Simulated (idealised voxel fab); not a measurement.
You're looking at the process module voxel ribs on slabs.
Cross-section cut: width 290 nm, square cells of 5 nm.
If you're reading a cross-section in this doc, picture square cells in a grid; it comes to you as bands, top ones listed first down to the bottom, and a band can be one or more rows of cells.
Band: top height; bottom height; in nm. Then, left to right: material with width in nm, for each material. "all across": a single material spanning edge to edge. "blank": empty space.
Heads up on the height convention: 0 is the point under which the incoming wafer is all one material, and the lowest band has no bottom, it just keeps going down, like "0..down".
Per-row width for "30 to 40": begins at first number (top row of band), ends at second number (bottom row), increment between rows held constant.
Where the words "changes: none" appear for a step, the cross-section shows no cell changed by that step; every cell remained as before.
Basically, "Sealed void list" tells you about the enclosed voids: empty spaces with no open way to the top, 8 cells or bigger, each written width x height at distance, where distance is from the left edge, all in nm.
Read whatever lies past the settings on a step's line as the simulator's own remark about the step.
The setting "overlay nm" may be written on the line of a step. When the step uses a mask, the value reports how far to the right of the planned place the mask lay, and a negative value reports that it lay to the left.
### These are the steps we planned for the process
1) RECEIVE: material Si
2) DIRECTIONAL_DEP: material SiO2, thk nm 20
3) DIRECTIONAL_DEP: material SiN, thk nm 15
4) PATTERN: tone cover, mask id RIB, material resist, width nm 30, thk nm 20, overlay nm 0
5) DIRECTIONAL_ETCH: etch materials SiN, depth nm 10
6) STRIP: etch materials resist
7) PATTERN: tone cover, mask id SLAB, material resist, width nm 60, thk nm 20, overlay nm 0
8) DIRECTIONAL_ETCH: etch materials SiN, depth nm 5
9) STRIP: etch materials resist
10) FILL_DEP: material SiO2, thk nm 25
11) CMP: height nm 55
12) DIRECTIONAL_DEP: material TiN, thk nm 5
13) DIRECTIONAL_DEP: material aC, thk nm 15
14) PATTERN: tone cover, mask id HEATER, material resist, width nm 40, thk nm 30, overlay nm 0
15) DIRECTIONAL_ETCH: etch materials aC, depth nm 15
16) STRIP: etch materials resist
17) DIRECTIONAL_ETCH: etch materials TiN, depth nm 5
18) STRIP: etch materials aC
19) CONFORMAL_DEP: material SiN, thk nm 5
### Cross-section of the wafer upon arrival, representing the state reached after step 1
  0..down = Si all across
  Sealed void list: none
### This is how the wafer looks in cross-section once the module is done, given the starting state and plan above and one mistake in carrying the plan out
  60..55 = blank 125 nm  TiN 40 nm  blank 125 nm
  55..35 = SiO2 all across
  35..25 = SiO2 130 nm  SiN 30 nm  SiO2 130 nm
  25..20 = SiO2 115 nm  SiN 60 nm  SiO2 115 nm
  20..0 = SiO2 all across
  0..down = Si all across
  Sealed void list: none
Against the plan, the run slipped here: step 19 was left out
